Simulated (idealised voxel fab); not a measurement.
Module name: voxel wiring stack (process module)
The cross-section shown here is cut; it is 210 nm wide and divided into square cells measuring 5 nm on a side.
How to read a cross-section here: the picture is a grid of square cells, written as bands going from the top down, and any band can span one or more rows of cells.
Heights first: top, then bottom, in nm. Then materials, left to right, each with a width in nm. "all across" on a single material: fills the band edge to edge. "empty": empty space.
Measure heights from 0. That's the level where, below it, the as-received wafer is all one material. The lowest band is bottomless and extends downward; write it as in "top 0, no bottom".
With a width like "30->40", each row of cells in the band differs from the next by the same amount, the top row carrying the first number and the bottom row the second.
No cell of the cross-section changed in a step that is given as "nothing altered".
Heads up: "Closed void listing" only lists the empty pockets with no open path to the top that are 8 cells or more, and it writes them as width x height at distance, distance from the left edge, in nm.
Past the settings on a step's line: simulator remark, on that step.
Among the settings permitted on a step's line is "overlay nm"; applied to a step with a mask, it specifies the extent to which the mask lay to the right of its planned position, whereas a negative figure signifies a position to the left.
Process steps - plan
| 1 | RECEIVE with material Si |
| 2 | CONFORMAL_DEP with material SiO2, thk nm 15 |
| 3 | CONFORMAL_DEP with material SiN, thk nm 5 |
| 4 | DIRECTIONAL_DEP with material SiO2, thk nm 15 |
| 5 | PATTERN with tone open, mask id METAL_1, material resist, width nm 25, pitch nm 50, thk nm 20, overlay nm 0 |
| 6 | DIRECTIONAL_ETCH with etch materials SiO2, depth nm 15 |
| 7 | DIRECTIONAL_ETCH with etch materials SiN, depth nm 5 |
| 8 | STRIP with etch materials resist |
| 9 | CONFORMAL_DEP with material TiN, thk nm 5 |
| 10 | FILL_DEP with material Cu, thk nm 5 |
| 11 | CMP with height nm 35 |
| 12 | CONFORMAL_DEP with material SiCN, thk nm 5 |
| 13 | DIRECTIONAL_DEP with material lowk, thk nm 25 |
| 14 | DIRECTIONAL_DEP with material aC, thk nm 10 |
| 15 | PATTERN with tone open, mask id METAL_2_HOLES, material resist, width nm 15, pitch nm 50, thk nm 25, overlay nm 0 |
| 16 | DIRECTIONAL_ETCH with etch materials aC, depth nm 10 |
| 17 | STRIP with etch materials resist |
| 18 | DIRECTIONAL_ETCH with etch materials lowk, depth nm 25 |
| 19 | STRIP with etch materials aC |
| 20 | PATTERN with tone open, mask id METAL_2, material resist, width nm 25, pitch nm 50, thk nm 20, overlay nm 0 |
| 21 | DIRECTIONAL_ETCH with etch materials lowk, depth nm 15 |
| 22 | DIRECTIONAL_ETCH with etch materials SiCN, depth nm 5 |
| 23 | STRIP with etch materials resist |
| 24 | CONFORMAL_DEP with material TiN, thk nm 5 |
| 25 | FILL_DEP with material Cu, thk nm 5 |
| 26 | CMP with height nm 65 |
| 27 | CONFORMAL_DEP with material SiCN, thk nm 5 |
| 28 | DIRECTIONAL_DEP with material lowk, thk nm 30 |
| 29 | MASKED_ETCH with tone open, mask id METAL_3, width nm 25, pitch nm 50, etch materials lowk, depth nm 15, overlay nm 0 |
| 30 | DIRECTIONAL_DEP with material aC, thk nm 15 |
| 31 | PATTERN with tone open, mask id METAL_3_HOLES, material resist, width nm 15, pitch nm 50, thk nm 30, overlay nm 0 |
| 32 | DIRECTIONAL_ETCH with etch materials aC, depth nm 15 |
| 33 | STRIP with etch materials resist |
| 34 | DIRECTIONAL_ETCH with etch materials lowk, depth nm 15 |
| 35 | DIRECTIONAL_ETCH with etch materials SiCN, depth nm 5 |
| 36 | STRIP with etch materials aC |
| 37 | CONFORMAL_DEP with material TiN, thk nm 5 |
| 38 | FILL_DEP with material Cu, thk nm 10 |
| 39 | CMP with height nm 100 |
| 40 | CONFORMAL_DEP with material SiN, thk nm 5 |
First out of two wafers; run went to plan
Wafer cross-section on receipt, i.e. after step 1
* top 0, no bottom: Si all across
* Closed void listing: none
Sectional view: wafer, after step 2
* top 15, bottom 0: SiO2 all across
* Unchanged below 0.
Sectional view: wafer, after step 3
* top 20, bottom 15: SiN all across
* Unchanged below 15.
Sectional view: wafer, after step 4
* top 35, bottom 20: SiO2 all across
* Unchanged below 20.
Sectional view: wafer, after step 5
* top 55, bottom 35: 65 resist | 25 empty | 25 resist | 25 empty | 70 resist
* Unchanged below 35.
Sectional view: wafer, after step 6
* top 55, bottom 35: 65 resist | 25 empty | 25 resist | 25 empty | 70 resist
* top 35, bottom 20: 65 SiO2 | 25 empty | 25 SiO2 | 25 empty | 70 SiO2
* Unchanged below 20.
Sectional view: wafer, after step 7
* top 55, bottom 35: 65 resist | 25 empty | 25 resist | 25 empty | 70 resist
* top 35, bottom 20: 65 SiO2 | 25 empty | 25 SiO2 | 25 empty | 70 SiO2
* top 20, bottom 15: 65 SiN | 25 empty | 25 SiN | 25 empty | 70 SiN
* Unchanged below 15.
Sectional view: wafer, after step 8
* top 35, bottom 20: 65 SiO2 | 25 empty | 25 SiO2 | 25 empty | 70 SiO2
* Unchanged below 20.
Sectional view: wafer, after step 9
* top 40, bottom 35: 70 TiN | 15 empty | 35 TiN | 15 empty | 75 TiN
* top 35, bottom 20: 65 SiO2 | 5 TiN | 15 empty | 5 TiN | 25 SiO2 | 5 TiN | 15 empty | 5 TiN | 70 SiO2
* top 20, bottom 15: 65 SiN | 25 TiN | 25 SiN | 25 TiN | 70 SiN
* Unchanged below 15.
Sectional view: wafer, after step 10
* top 45, bottom 40: Cu all across
* top 40, bottom 35: 70 TiN | 15 Cu | 35 TiN | 15 Cu | 75 TiN
* top 35, bottom 20: 65 SiO2 | 5 TiN | 15 Cu | 5 TiN | 25 SiO2 | 5 TiN | 15 Cu | 5 TiN | 70 SiO2
* Unchanged below 20.
Sectional view: wafer, after step 11
* top 35, bottom 20: 65 SiO2 | 5 TiN | 15 Cu | 5 TiN | 25 SiO2 | 5 TiN | 15 Cu | 5 TiN | 70 SiO2
* Unchanged below 20.
Sectional view: wafer, after step 12
* top 40, bottom 35: SiCN all across
* Unchanged below 35.
Sectional view: wafer, after step 13
* top 65, bottom 40: lowk all across
* Unchanged below 40.
Sectional view: wafer, after step 14
* top 75, bottom 65: aC all across
* Unchanged below 65.
Sectional view: wafer, after step 15
* top 100, bottom 75: 65 resist | 15 empty | 35 resist | 15 empty | 80 resist
* Unchanged below 75.
Sectional view: wafer, after step 16
* top 90, bottom 75: 65 resist | 15 empty | 35 resist | 15 empty | 80 resist
* top 75, bottom 65: 65 aC | 15 empty | 35 aC | 15 empty | 80 aC
* Unchanged below 65.
Sectional view: wafer, after step 17
* top 75, bottom 65: 65 aC | 15 empty | 35 aC | 15 empty | 80 aC
* Unchanged below 65.
Sectional view: wafer, after step 18
* top 75, bottom 65: 65 aC | 15 empty | 35 aC | 15 empty | 80 aC
* top 65, bottom 40: 65 lowk | 15 empty | 35 lowk | 15 empty | 80 lowk
* Unchanged below 40.
Sectional view: wafer, after step 19
* top 65, bottom 40: 65 lowk | 15 empty | 35 lowk | 15 empty | 80 lowk
* Unchanged below 40.
Sectional view: wafer, after step 20
* top 85, bottom 65: 65 resist | 25 empty | 25 resist | 25 empty | 70 resist
* Unchanged below 65.
Sectional view: wafer, after step 21
* top 85, bottom 65: 65 resist | 25 empty | 25 resist | 25 empty | 70 resist
* top 65, bottom 50: 65 lowk | 25 empty | 25 lowk | 25 empty | 70 lowk
* Unchanged below 50.
Sectional view: wafer, after step 22
* top 85, bottom 65: 65 resist | 25 empty | 25 resist | 25 empty | 70 resist
* top 65, bottom 50: 65 lowk | 25 empty | 25 lowk | 25 empty | 70 lowk
* top 50, bottom 40: 65 lowk | 15 empty | 35 lowk | 15 empty | 80 lowk
* top 40, bottom 35: 65 SiCN | 15 empty | 35 SiCN | 15 empty | 80 SiCN
* Unchanged below 35.
Sectional view: wafer, after step 23
* top 65, bottom 50: 65 lowk | 25 empty | 25 lowk | 25 empty | 70 lowk
* Unchanged below 50.
Sectional view: wafer, after step 24
* top 70, bottom 65: 70 TiN | 15 empty | 35 TiN | 15 empty | 75 TiN
* top 65, bottom 55: 65 lowk | 5 TiN | 15 empty | 5 TiN | 25 lowk | 5 TiN | 15 empty | 5 TiN | 70 lowk
* top 55, bottom 50: 65 lowk | 5 TiN | 5 empty | 15 TiN | 25 lowk | 5 TiN | 5 empty | 15 TiN | 70 lowk
* top 50, bottom 40: 65 lowk | 5 TiN | 5 empty | 5 TiN | 35 lowk | 5 TiN | 5 empty | 5 TiN | 80 lowk
* top 40, bottom 35: 65 SiCN | 15 TiN | 35 SiCN | 15 TiN | 80 SiCN
* Unchanged below 35.
Sectional view: wafer, after step 25
* top 75, bottom 70: Cu all across
* top 70, bottom 65: 70 TiN | 15 Cu | 35 TiN | 15 Cu | 75 TiN
* top 65, bottom 55: 65 lowk | 5 TiN | 15 Cu | 5 TiN | 25 lowk | 5 TiN | 15 Cu | 5 TiN | 70 lowk
* top 55, bottom 50: 65 lowk | 5 TiN | 5 Cu | 15 TiN | 25 lowk | 5 TiN | 5 Cu | 15 TiN | 70 lowk
* top 50, bottom 40: 65 lowk | 5 TiN | 5 Cu | 5 TiN | 35 lowk | 5 TiN | 5 Cu | 5 TiN | 80 lowk
* Unchanged below 40.
Sectional view: wafer, after step 26
* top 65, bottom 55: 65 lowk | 5 TiN | 15 Cu | 5 TiN | 25 lowk | 5 TiN | 15 Cu | 5 TiN | 70 lowk
* Unchanged below 55.
Sectional view: wafer, after step 27
* top 70, bottom 65: SiCN all across
* Unchanged below 65.
Sectional view: wafer, after step 28
* top 100, bottom 70: lowk all across
* Unchanged below 70.
Sectional view: wafer, after step 29
* top 100, bottom 85: 65 lowk | 25 empty | 25 lowk | 25 empty | 70 lowk
* Unchanged below 85.
Sectional view: wafer, after step 30
* top 115, bottom 100: 65 aC | 25 empty | 25 aC | 25 empty | 70 aC
* top 100, bottom 85: 65 lowk | 25 aC | 25 lowk | 25 aC | 70 lowk
* Unchanged below 85.
Sectional view: wafer, after step 31
* top 145, bottom 115: 65 resist | 15 empty | 35 resist | 15 empty | 80 resist
* top 115, bottom 100: 65 aC | 15 empty | 10 resist | 25 aC | 15 empty | 10 resist | 70 aC
* Unchanged below 100.
Sectional view: wafer, after step 32
* top 130, bottom 115: 65 resist | 15 empty | 35 resist | 15 empty | 80 resist
* top 115, bottom 100: 65 aC | 15 empty | 10 resist | 25 aC | 15 empty | 10 resist | 70 aC
* top 100, bottom 85: 65 lowk | 15 empty | 10 aC | 25 lowk | 15 empty | 10 aC | 70 lowk
* Unchanged below 85.
Sectional view: wafer, after step 33
* top 115, bottom 100: 65 aC | 25 empty | 25 aC | 25 empty | 70 aC
* Unchanged below 100.
Sectional view: wafer, after step 34
* top 115, bottom 100: 65 aC | 25 empty | 25 aC | 25 empty | 70 aC
* top 100, bottom 85: 65 lowk | 15 empty | 10 aC | 25 lowk | 15 empty | 10 aC | 70 lowk
* top 85, bottom 70: 65 lowk | 15 empty | 35 lowk | 15 empty | 80 lowk
* Unchanged below 70.
Sectional view: wafer, after step 35
* top 115, bottom 100: 65 aC | 25 empty | 25 aC | 25 empty | 70 aC
* top 100, bottom 85: 65 lowk | 15 empty | 10 aC | 25 lowk | 15 empty | 10 aC | 70 lowk
* top 85, bottom 70: 65 lowk | 15 empty | 35 lowk | 15 empty | 80 lowk
* top 70, bottom 65: 65 SiCN | 15 empty | 35 SiCN | 15 empty | 80 SiCN
* Unchanged below 65.
Sectional view: wafer, after step 36
* top 100, bottom 85: 65 lowk | 25 empty | 25 lowk | 25 empty | 70 lowk
* Unchanged below 85.
Sectional view: wafer, after step 37
* top 105, bottom 100: 70 TiN | 15 empty | 35 TiN | 15 empty | 75 TiN
* top 100, bottom 90: 65 lowk | 5 TiN | 15 empty | 5 TiN | 25 lowk | 5 TiN | 15 empty | 5 TiN | 70 lowk
* top 90, bottom 85: 65 lowk | 5 TiN | 5 empty | 15 TiN | 25 lowk | 5 TiN | 5 empty | 15 TiN | 70 lowk
* top 85, bottom 70: 65 lowk | 5 TiN | 5 empty | 5 TiN | 35 lowk | 5 TiN | 5 empty | 5 TiN | 80 lowk
* top 70, bottom 65: 65 SiCN | 15 TiN | 35 SiCN | 15 TiN | 80 SiCN
* Unchanged below 65.
Sectional view: wafer, after step 38
* top 115, bottom 105: Cu all across
* top 105, bottom 100: 70 TiN | 15 Cu | 35 TiN | 15 Cu | 75 TiN
* top 100, bottom 90: 65 lowk | 5 TiN | 15 Cu | 5 TiN | 25 lowk | 5 TiN | 15 Cu | 5 TiN | 70 lowk
* top 90, bottom 85: 65 lowk | 5 TiN | 5 Cu | 15 TiN | 25 lowk | 5 TiN | 5 Cu | 15 TiN | 70 lowk
* top 85, bottom 70: 65 lowk | 5 TiN | 5 Cu | 5 TiN | 35 lowk | 5 TiN | 5 Cu | 5 TiN | 80 lowk
* Unchanged below 70.
Sectional view: wafer, after step 39
* top 100, bottom 90: 65 lowk | 5 TiN | 15 Cu | 5 TiN | 25 lowk | 5 TiN | 15 Cu | 5 TiN | 70 lowk
* Unchanged below 90.
Sectional view: wafer, after step 40
* top 105, bottom 100: SiN all across
* Unchanged below 100.
It is to be noted that the second wafer proceeded from the same initial state and according to the same plan as the first, although one mistake was committed in its execution; through step 19, inclusive, the two wafers share an identical history
Look at the second wafer in cross-section at the time step 20 ought to have finished
* top 85, bottom 65: 70 resist | 15 empty | 35 resist | 15 empty | 75 resist
* top 65, bottom 40: 65 lowk | 5 resist | 10 empty | 35 lowk | 5 resist | 10 empty | 80 lowk
* Unchanged below 40.
Look at the second wafer in cross-section at the time step 21 ought to have finished
* top 85, bottom 65: 70 resist | 15 empty | 35 resist | 15 empty | 75 resist
* top 65, bottom 50: 65 lowk | 5 resist | 15 empty | 30 lowk | 5 resist | 15 empty | 75 lowk
* Unchanged below 50.
Look at the second wafer in cross-section at the time step 22 ought to have finished
* top 85, bottom 65: 70 resist | 15 empty | 35 resist | 15 empty | 75 resist
* top 65, bottom 50: 65 lowk | 5 resist | 15 empty | 30 lowk | 5 resist | 15 empty | 75 lowk
* top 50, bottom 40: 65 lowk | 5 resist | 10 empty | 35 lowk | 5 resist | 10 empty | 80 lowk
* top 40, bottom 35: 70 SiCN | 10 empty | 40 SiCN | 10 empty | 80 SiCN
* Unchanged below 35.
Look at the second wafer in cross-section at the time step 23 ought to have finished
* top 65, bottom 50: 65 lowk | 20 empty | 30 lowk | 20 empty | 75 lowk
* top 50, bottom 40: 65 lowk | 15 empty | 35 lowk | 15 empty | 80 lowk
* Unchanged below 40.
Look at the second wafer in cross-section at the time step 24 ought to have finished
* top 70, bottom 65: 70 TiN | 10 empty | 40 TiN | 10 empty | 80 TiN
* top 65, bottom 55: 65 lowk | 5 TiN | 10 empty | 5 TiN | 30 lowk | 5 TiN | 10 empty | 5 TiN | 75 lowk
* top 55, bottom 45: 65 lowk | 5 TiN | 5 empty | 10->5 TiN | 30->35 lowk | 5 TiN | 5 empty | 10->5 TiN | 75->80 lowk
* top 45, bottom 40: 65 lowk | 15 TiN | 35 lowk | 15 TiN | 80 lowk
* top 40, bottom 35: 70 SiCN | 10 TiN | 40 SiCN | 10 TiN | 80 SiCN
* Unchanged below 35.
Look at the second wafer in cross-section at the time step 25 ought to have finished
* top 75, bottom 70: Cu all across
* top 70, bottom 65: 70 TiN | 10 Cu | 40 TiN | 10 Cu | 80 TiN
* top 65, bottom 55: 65 lowk | 5 TiN | 10 Cu | 5 TiN | 30 lowk | 5 TiN | 10 Cu | 5 TiN | 75 lowk
* top 55, bottom 45: 65 lowk | 5 TiN | 5 Cu | 10->5 TiN | 30->35 lowk | 5 TiN | 5 Cu | 10->5 TiN | 75->80 lowk
* Unchanged below 45.
Look at the second wafer in cross-section at the time step 26 ought to have finished
* top 65, bottom 55: 65 lowk | 5 TiN | 10 Cu | 5 TiN | 30 lowk | 5 TiN | 10 Cu | 5 TiN | 75 lowk
* Unchanged below 55.
Look at the second wafer in cross-section at the time step 27 ought to have finished
* top 70, bottom 65: SiCN all across
* Unchanged below 65.
Look at the second wafer in cross-section at the time step 28 ought to have finished
* top 100, bottom 70: lowk all across
* Unchanged below 70.
Look at the second wafer in cross-section at the time step 29 ought to have finished
* top 100, bottom 85: 65 lowk | 25 empty | 25 lowk | 25 empty | 70 lowk
* Unchanged below 85.
Look at the second wafer in cross-section at the time step 30 ought to have finished
* top 115, bottom 100: 65 aC | 25 empty | 25 aC | 25 empty | 70 aC
* top 100, bottom 85: 65 lowk | 25 aC | 25 lowk | 25 aC | 70 lowk
* Unchanged below 85.
Look at the second wafer in cross-section at the time step 31 ought to have finished
* top 145, bottom 115: 65 resist | 15 empty | 35 resist | 15 empty | 80 resist
* top 115, bottom 100: 65 aC | 15 empty | 10 resist | 25 aC | 15 empty | 10 resist | 70 aC
* Unchanged below 100.
Look at the second wafer in cross-section at the time step 32 ought to have finished
* top 130, bottom 115: 65 resist | 15 empty | 35 resist | 15 empty | 80 resist
* top 115, bottom 100: 65 aC | 15 empty | 10 resist | 25 aC | 15 empty | 10 resist | 70 aC
* top 100, bottom 85: 65 lowk | 15 empty | 10 aC | 25 lowk | 15 empty | 10 aC | 70 lowk
* Unchanged below 85.
Look at the second wafer in cross-section at the time step 33 ought to have finished
* top 115, bottom 100: 65 aC | 25 empty | 25 aC | 25 empty | 70 aC
* Unchanged below 100.
Look at the second wafer in cross-section at the time step 34 ought to have finished
* top 115, bottom 100: 65 aC | 25 empty | 25 aC | 25 empty | 70 aC
* top 100, bottom 85: 65 lowk | 15 empty | 10 aC | 25 lowk | 15 empty | 10 aC | 70 lowk
* top 85, bottom 70: 65 lowk | 15 empty | 35 lowk | 15 empty | 80 lowk
* Unchanged below 70.
Look at the second wafer in cross-section at the time step 35 ought to have finished
* top 115, bottom 100: 65 aC | 25 empty | 25 aC | 25 empty | 70 aC
* top 100, bottom 85: 65 lowk | 15 empty | 10 aC | 25 lowk | 15 empty | 10 aC | 70 lowk
* top 85, bottom 70: 65 lowk | 15 empty | 35 lowk | 15 empty | 80 lowk
* top 70, bottom 65: 65 SiCN | 15 empty | 35 SiCN | 15 empty | 80 SiCN
* Unchanged below 65.
Look at the second wafer in cross-section at the time step 36 ought to have finished
* top 100, bottom 85: 65 lowk | 25 empty | 25 lowk | 25 empty | 70 lowk
* Unchanged below 85.
Look at the second wafer in cross-section at the time step 37 ought to have finished
* top 105, bottom 100: 70 TiN | 15 empty | 35 TiN | 15 empty | 75 TiN
* top 100, bottom 90: 65 lowk | 5 TiN | 15 empty | 5 TiN | 25 lowk | 5 TiN | 15 empty | 5 TiN | 70 lowk
* top 90, bottom 85: 65 lowk | 5 TiN | 5 empty | 15 TiN | 25 lowk | 5 TiN | 5 empty | 15 TiN | 70 lowk
* top 85, bottom 70: 65 lowk | 5 TiN | 5 empty | 5 TiN | 35 lowk | 5 TiN | 5 empty | 5 TiN | 80 lowk
* top 70, bottom 65: 65 SiCN | 15 TiN | 35 SiCN | 15 TiN | 80 SiCN
* Unchanged below 65.
Look at the second wafer in cross-section at the time step 38 ought to have finished
* top 115, bottom 105: Cu all across
* top 105, bottom 100: 70 TiN | 15 Cu | 35 TiN | 15 Cu | 75 TiN
* top 100, bottom 90: 65 lowk | 5 TiN | 15 Cu | 5 TiN | 25 lowk | 5 TiN | 15 Cu | 5 TiN | 70 lowk
* top 90, bottom 85: 65 lowk | 5 TiN | 5 Cu | 15 TiN | 25 lowk | 5 TiN | 5 Cu | 15 TiN | 70 lowk
* top 85, bottom 70: 65 lowk | 5 TiN | 5 Cu | 5 TiN | 35 lowk | 5 TiN | 5 Cu | 5 TiN | 80 lowk
* Unchanged below 70.
Look at the second wafer in cross-section at the time step 39 ought to have finished
* top 100, bottom 90: 65 lowk | 5 TiN | 15 Cu | 5 TiN | 25 lowk | 5 TiN | 15 Cu | 5 TiN | 70 lowk
* Unchanged below 90.
Look at the second wafer in cross-section at the time step 40 ought to have finished
* top 105, bottom 100: SiN all across
* Unchanged below 100.
Misprocessing identified: step 20 was run on a setting that differed from the plan, and what really ran there is PATTERN with tone open, mask id METAL_2, material resist, width nm 15, pitch nm 50, thk nm 20, overlay nm 0
The second wafer ends with more or fewer cells of some materials than the first, per final count: 6 fewer of Cu; 2 more of SiCN; 2 fewer of TiN; 6 more of lowk
